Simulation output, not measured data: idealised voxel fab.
process module | voxel tone inversion
cross-section cut | 255 nm wide | cells 5 nm
A cross-section is a grid of square cells, given in bands from the top down. A band is one or more rows of cells.
Each band's line starts with the height of the band's top and of its bottom, in nm. Then come its materials from left to right, each with its width in nm. One material with "throughout" fills the band from edge to edge. "air" is empty space.
Height 0 is the level under which the wafer as received is all one material. The lowest band goes on downwards, as in "0 down".
A width such as "30 to 40" changes by the same amount from each row of cells to the next, from the band's top row to its bottom row.
"no change" after a step means that no cell of the cross-section changed.
closed voids: empty space of 8 cells or more with no open way to the top, each as width x height at its distance from the left edge, in nm
after a step's settings: what the simulator itself notes on the step
overlay nm, on a step with a mask: how far to the right of its planned place the mask lay; to the left if negative
plan
1 op RECEIVE | material Si
2 op CONFORMAL_DEP | material SiN | thk nm 5
3 op DIRECTIONAL_DEP | material aC | thk nm 20
4 op PATTERN | tone cover | mask id POSTS | material resist | width nm 25 | pitch nm 55 | thk nm 25 | overlay nm 0
5 op DIRECTIONAL_ETCH | etch materials aC | depth nm 20
6 op STRIP | etch materials resist
7 op FILL_DEP | material SiO2 | thk nm 10
8 op CMP | height nm 25
9 op STRIP | etch materials aC
10 op CONFORMAL_DEP | material TiN | thk nm 5
11 op FILL_DEP | material Cu | thk nm 10
12 op CMP | height nm 25
13 op CONFORMAL_DEP | material SiN | thk nm 5
first wafer, as planned
as received, after step 1
  0 down: Si throughout
  closed voids: none
after step 2
  5 to 0: SiN throughout
  below 0: unchanged
after step 3
  25 to 5: aC throughout
  below 5: unchanged
after step 4
  50 to 25: air 30 | resist 25 | air 30 | resist 25 | air 30 | resist 25 | air 30 | resist 25 | air 35
  below 25: unchanged
after step 5
  30 to 25: air 30 | resist 25 | air 30 | resist 25 | air 30 | resist 25 | air 30 | resist 25 | air 35
  25 to 5: air 30 | aC 25 | air 30 | aC 25 | air 30 | aC 25 | air 30 | aC 25 | air 35
  below 5: unchanged
after step 6
  25 to 5: air 30 | aC 25 | air 30 | aC 25 | air 30 | aC 25 | air 30 | aC 25 | air 35
  below 5: unchanged
after step 7
  35 to 25: SiO2 throughout
  25 to 5: SiO2 30 | aC 25 | SiO2 30 | aC 25 | SiO2 30 | aC 25 | SiO2 30 | aC 25 | SiO2 35
  below 5: unchanged
after step 8
  25 to 5: SiO2 30 | aC 25 | SiO2 30 | aC 25 | SiO2 30 | aC 25 | SiO2 30 | aC 25 | SiO2 35
  below 5: unchanged
after step 9
  25 to 5: SiO2 30 | air 25 | SiO2 30 | air 25 | SiO2 30 | air 25 | SiO2 30 | air 25 | SiO2 35
  below 5: unchanged
after step 10
  30 to 25: TiN 35 | air 15 | TiN 40 | air 15 | TiN 40 | air 15 | TiN 40 | air 15 | TiN 40
  25 to 10: SiO2 30 | TiN 5 | air 15 | TiN 5 | SiO2 30 | TiN 5 | air 15 | TiN 5 | SiO2 30 | TiN 5 | air 15 | TiN 5 | SiO2 30 | TiN 5 | air 15 | TiN 5 | SiO2 35
  10 to 5: SiO2 30 | TiN 25 | SiO2 30 | TiN 25 | SiO2 30 | TiN 25 | SiO2 30 | TiN 25 | SiO2 35
  below 5: unchanged
after step 11
  40 to 30: Cu throughout
  30 to 25: TiN 35 | Cu 15 | TiN 40 | Cu 15 | TiN 40 | Cu 15 | TiN 40 | Cu 15 | TiN 40
  25 to 10: SiO2 30 | TiN 5 | Cu 15 | TiN 5 | SiO2 30 | TiN 5 | Cu 15 | TiN 5 | SiO2 30 | TiN 5 | Cu 15 | TiN 5 | SiO2 30 | TiN 5 | Cu 15 | TiN 5 | SiO2 35
  below 10: unchanged
after step 12
  25 to 10: SiO2 30 | TiN 5 | Cu 15 | TiN 5 | SiO2 30 | TiN 5 | Cu 15 | TiN 5 | SiO2 30 | TiN 5 | Cu 15 | TiN 5 | SiO2 30 | TiN 5 | Cu 15 | TiN 5 | SiO2 35
  below 10: unchanged
after step 13
  30 to 25: SiN throughout
  below 25: unchanged
second wafer: like start, like plan, one mistake. Through step 3 it matches the first wafer
when step 4 should have ended
  50 to 25: air 35 | resist 15 | air 40 | resist 15 | air 40 | resist 15 | air 40 | resist 15 | air 40
  below 25: unchanged
when step 5 should have ended
  30 to 25: air 35 | resist 15 | air 40 | resist 15 | air 40 | resist 15 | air 40 | resist 15 | air 40
  25 to 5: air 35 | aC 15 | air 40 | aC 15 | air 40 | aC 15 | air 40 | aC 15 | air 40
  below 5: unchanged
when step 6 should have ended
  25 to 5: air 35 | aC 15 | air 40 | aC 15 | air 40 | aC 15 | air 40 | aC 15 | air 40
  below 5: unchanged
when step 7 should have ended
  35 to 25: SiO2 throughout
  25 to 5: SiO2 35 | aC 15 | SiO2 40 | aC 15 | SiO2 40 | aC 15 | SiO2 40 | aC 15 | SiO2 40
  below 5: unchanged
when step 8 should have ended
  25 to 5: SiO2 35 | aC 15 | SiO2 40 | aC 15 | SiO2 40 | aC 15 | SiO2 40 | aC 15 | SiO2 40
  below 5: unchanged
when step 9 should have ended
  25 to 5: SiO2 35 | air 15 | SiO2 40 | air 15 | SiO2 40 | air 15 | SiO2 40 | air 15 | SiO2 40
  below 5: unchanged
when step 10 should have ended
  30 to 25: TiN 40 | air 5 | TiN 50 | air 5 | TiN 50 | air 5 | TiN 50 | air 5 | TiN 45
  25 to 10: SiO2 35 | TiN 5 | air 5 | TiN 5 | SiO2 40 | TiN 5 | air 5 | TiN 5 | SiO2 40 | TiN 5 | air 5 | TiN 5 | SiO2 40 | TiN 5 | air 5 | TiN 5 | SiO2 40
  10 to 5: SiO2 35 | TiN 15 | SiO2 40 | TiN 15 | SiO2 40 | TiN 15 | SiO2 40 | TiN 15 | SiO2 40
  below 5: unchanged
when step 11 should have ended
  40 to 30: Cu throughout
  30 to 25: TiN 40 | Cu 5 | TiN 50 | Cu 5 | TiN 50 | Cu 5 | TiN 50 | Cu 5 | TiN 45
  25 to 10: SiO2 35 | TiN 5 | Cu 5 | TiN 5 | SiO2 40 | TiN 5 | Cu 5 | TiN 5 | SiO2 40 | TiN 5 | Cu 5 | TiN 5 | SiO2 40 | TiN 5 | Cu 5 | TiN 5 | SiO2 40
  below 10: unchanged
when step 12 should have ended
  25 to 10: SiO2 35 | TiN 5 | Cu 5 | TiN 5 | SiO2 40 | TiN 5 | Cu 5 | TiN 5 | SiO2 40 | TiN 5 | Cu 5 | TiN 5 | SiO2 40 | TiN 5 | Cu 5 | TiN 5 | SiO2 40
  below 10: unchanged
when step 13 should have ended
  30 to 25: SiN throughout
  below 25: unchanged
what went wrong: step 4 ran as: op PATTERN | tone cover | mask id POSTS | material resist | width nm 15 | pitch nm 55 | thk nm 25 | overlay nm 0
at the end the second wafer has, in cells: 24 fewer of Cu | 32 more of SiO2 | 8 fewer of TiN
